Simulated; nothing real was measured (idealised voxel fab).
Module name: voxel trench capacitor (process module)
Xsec cut, 275 nm wide, square cell size 5 nm.
Just so we're on the same page, the cross-sections are grids of square cells, and they're listed out in bands top to bottom, each band one or more rows deep.
Read a band's entry like this: the first values are the height of its top and the height of its bottom in nm, and what follows is the sequence of materials from left to right, each with its width in nm. Note that "air" is empty space, and that a single material marked "everywhere" reaches across the band from edge to edge.
A quick word on heights: they are counted from 0, and under that level the wafer as it came to us is one material throughout. The lowest band is different from the rest in having no bottom; it simply continues downward, written as in "top 0, no bottom".
It should be noted that a width expressed as "30->40" varies in equal increments from row to row of cells within the band, taking the value of the first number at the top row and that of the second number at the bottom row.
The designation "identical to before", where it is given for a processing step, indicates that no cell of the cross-section was altered in the course of that step.
The list in "Closed void register" covers empty spaces of 8 cells or more that cannot reach the top through any open way, and it gives each as width x height at distance; the distance is from the left edge, and width, height and distance are in nm.
Whatever follows a step's settings on its line is a remark the simulator itself makes about that step.
overlay nm: mask right of planned place by this much (step with mask). Neg. = left.

-- Planned step list for the process
| 1 | RECEIVE (material Si) |
| 2 | CONFORMAL_DEP (material SiN; thk nm 10) |
| 3 | DIRECTIONAL_DEP (material aC; thk nm 10) |
| 4 | PATTERN (tone open; mask id TRENCH; material resist; width nm 25; pitch nm 45; thk nm 30; overlay nm 0) |
| 5 | DIRECTIONAL_ETCH (etch materials aC; depth nm 10) |
| 6 | STRIP (etch materials resist) |
| 7 | DIRECTIONAL_ETCH (etch materials SiN; depth nm 10) |
| 8 | DIRECTIONAL_ETCH (etch materials Si; depth nm 25) |
| 9 | STRIP (etch materials aC) |
| 10 | CONFORMAL_DEP (material HfO2; thk nm 5) |
| 11 | CONFORMAL_DEP (material TiN; thk nm 5) |
| 12 | FILL_DEP (material W; thk nm 10) |
| 13 | CMP (height nm 10) |

-- The cross-section here shows the wafer as received, i.e. in its state after step 1
  top 0, no bottom | Si everywhere
  Closed void register: none

-- First of two wafers at the end of the module, shown in cross-section; run carried out as planned
  top 10, bottom 0 | SiN 55 nm, HfO2 5 nm, TiN 5 nm, W 5 nm, TiN 5 nm, HfO2 5 nm, SiN 20 nm, HfO2 5 nm, TiN 5 nm, W 5 nm, TiN 5 nm, HfO2 5 nm, SiN 20 nm, HfO2 5 nm, TiN 5 nm, W 5 nm, TiN 5 nm, HfO2 5 nm, SiN 20 nm, HfO2 5 nm, TiN 5 nm, W 5 nm, TiN 5 nm, HfO2 5 nm, SiN 60 nm
  top 0, bottom -15 | Si 55 nm, HfO2 5 nm, TiN 5 nm, W 5 nm, TiN 5 nm, HfO2 5 nm, Si 20 nm, HfO2 5 nm, TiN 5 nm, W 5 nm, TiN 5 nm, HfO2 5 nm, Si 20 nm, HfO2 5 nm, TiN 5 nm, W 5 nm, TiN 5 nm, HfO2 5 nm, Si 20 nm, HfO2 5 nm, TiN 5 nm, W 5 nm, TiN 5 nm, HfO2 5 nm, Si 60 nm
  top -15, bottom -20 | Si 55 nm, HfO2 5 nm, TiN 15 nm, HfO2 5 nm, Si 20 nm, HfO2 5 nm, TiN 15 nm, HfO2 5 nm, Si 20 nm, HfO2 5 nm, TiN 15 nm, HfO2 5 nm, Si 20 nm, HfO2 5 nm, TiN 15 nm, HfO2 5 nm, Si 60 nm
  top -20, bottom -25 | Si 55 nm, HfO2 25 nm, Si 20 nm, HfO2 25 nm, Si 20 nm, HfO2 25 nm, Si 20 nm, HfO2 25 nm, Si 60 nm
  top -25, no bottom | Si everywhere
  Closed void register: none

-- Cross-section of the latter of the two wafers at module completion. It had an identical start and an identical plan to the former; in running it, one mistake was made
  top 10, bottom 0 | SiN 55 nm, HfO2 5 nm, TiN 5 nm, W 5 nm, TiN 5 nm, HfO2 5 nm, SiN 20 nm, HfO2 5 nm, TiN 5 nm, W 5 nm, TiN 5 nm, HfO2 5 nm, SiN 20 nm, HfO2 5 nm, TiN 5 nm, W 5 nm, TiN 5 nm, HfO2 5 nm, SiN 20 nm, HfO2 5 nm, TiN 5 nm, W 5 nm, TiN 5 nm, HfO2 5 nm, SiN 60 nm
  top 0, bottom -10 | Si 55 nm, HfO2 5 nm, TiN 5 nm, W 5 nm, TiN 5 nm, HfO2 5 nm, Si 20 nm, HfO2 5 nm, TiN 5 nm, W 5 nm, TiN 5 nm, HfO2 5 nm, Si 20 nm, HfO2 5 nm, TiN 5 nm, W 5 nm, TiN 5 nm, HfO2 5 nm, Si 20 nm, HfO2 5 nm, TiN 5 nm, W 5 nm, TiN 5 nm, HfO2 5 nm, Si 60 nm
  top -10, bottom -15 | Si 55 nm, HfO2 5 nm, TiN 15 nm, HfO2 5 nm, Si 20 nm, HfO2 5 nm, TiN 15 nm, HfO2 5 nm, Si 20 nm, HfO2 5 nm, TiN 15 nm, HfO2 5 nm, Si 20 nm, HfO2 5 nm, TiN 15 nm, HfO2 5 nm, Si 60 nm
  top -15, bottom -20 | Si 55 nm, HfO2 25 nm, Si 20 nm, HfO2 25 nm, Si 20 nm, HfO2 25 nm, Si 20 nm, HfO2 25 nm, Si 60 nm
  top -20, no bottom | Si everywhere
  Closed void register: none
Heads up, the wafer didn't run the way we planned it: for step 8, the planned setting was not used; the step was instead run as DIRECTIONAL_ETCH (etch materials Si; depth nm 20)
Final comparison by cell count, materials where the second wafer has more or fewer than the first: -8 HfO2; +20 Si; -8 TiN; -4 W
